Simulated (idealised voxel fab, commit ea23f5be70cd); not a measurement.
The document below concerns the process module designated voxel ribs on slabs.
In the cross-section labelled cut, the width is 155 nm and each square cell is 5 nm.
Cross-section format: a grid of square cells, given as bands from top to bottom; each band is one or more rows of cells.
Look at the band entry: it leads with the top's height and the bottom's height in nm. Then it lists the materials left to right, with a width in nm for each. The word "edge to edge" on a single material says that material fills the band edge to edge. The word "blank" is empty space.
Height is counted from the level 0, under which the received wafer is composed throughout of one material. The lowest of the bands is not closed at the bottom but continues downward, in the notation "0..down".
A width such as "30..40" changes by the same amount from each row of cells to the next, from the band's top row to its bottom row.
"no change" means the step left every cell of the cross-section as it was.
You'll see "Trapped cavities" listing empty spaces that have no way open to the top, as long as they're 8 cells or more; the notation is width x height at distance, where the distance is from the left edge, and all of it is in nm.
Past the settings on a step's line: simulator remark, on that step.
When a step includes a mask, the "overlay nm" setting on its line states how far to the right of its planned place that mask lay, and negative values state how far to the left.
The following list gives the planned process steps:
1 RECEIVE [material Si]
2 DIRECTIONAL_DEP [material SiO2] [thk nm 30]
3 DIRECTIONAL_DEP [material SiN] [thk nm 25]
4 PATTERN [tone cover] [mask id RIB] [material resist] [width nm 20] [thk nm 15] [overlay nm -15]
5 DIRECTIONAL_ETCH [etch materials SiN] [depth nm 20]
6 STRIP [etch materials resist]
7 MASKED_ETCH [tone cover] [mask id SLAB] [width nm 50] [etch materials SiN] [depth nm 5] [overlay nm 0]
8 FILL_DEP [material SiO2] [thk nm 20]
9 CMP [height nm 70]
10 DIRECTIONAL_DEP [material W] [thk nm 10]
11 DIRECTIONAL_DEP [material aC] [thk nm 15]
12 PATTERN [tone cover] [mask id HEATER] [material resist] [width nm 30] [thk nm 30] [overlay nm 0]
13 DIRECTIONAL_ETCH [etch materials aC] [depth nm 15]
14 STRIP [etch materials resist]
15 DIRECTIONAL_ETCH [etch materials W] [depth nm 10]
16 STRIP [etch materials aC]
17 CONFORMAL_DEP [material SiN] [thk nm 5]
Don't read the plan's overlay nm for step 4 as applying to every wafer: that's the first wafer's value, and the wafers differ in it, though they all start identical.
Received condition of the first of several wafers, sectioned: post-step 1:
    0..down: Si edge to edge
    Trapped cavities: none
End of module, by wafer: material-by-material cell gain (+) or loss (-) since receipt, then closed voids:
overlay nm -15 | +61 SiN | +408 SiO2 | +12 W | Trapped cavities: none
overlay nm -10 | +61 SiN | +408 SiO2 | +12 W | Trapped cavities: none
overlay nm -5 | +61 SiN | +408 SiO2 | +12 W | Trapped cavities: none
overlay nm 0 | +61 SiN | +408 SiO2 | +12 W | Trapped cavities: none
overlay nm 5 | +61 SiN | +408 SiO2 | +12 W | Trapped cavities: none
overlay nm 10 | +61 SiN | +408 SiO2 | +12 W | Trapped cavities: none
overlay nm 15 | +61 SiN | +408 SiO2 | +12 W | Trapped cavities: none
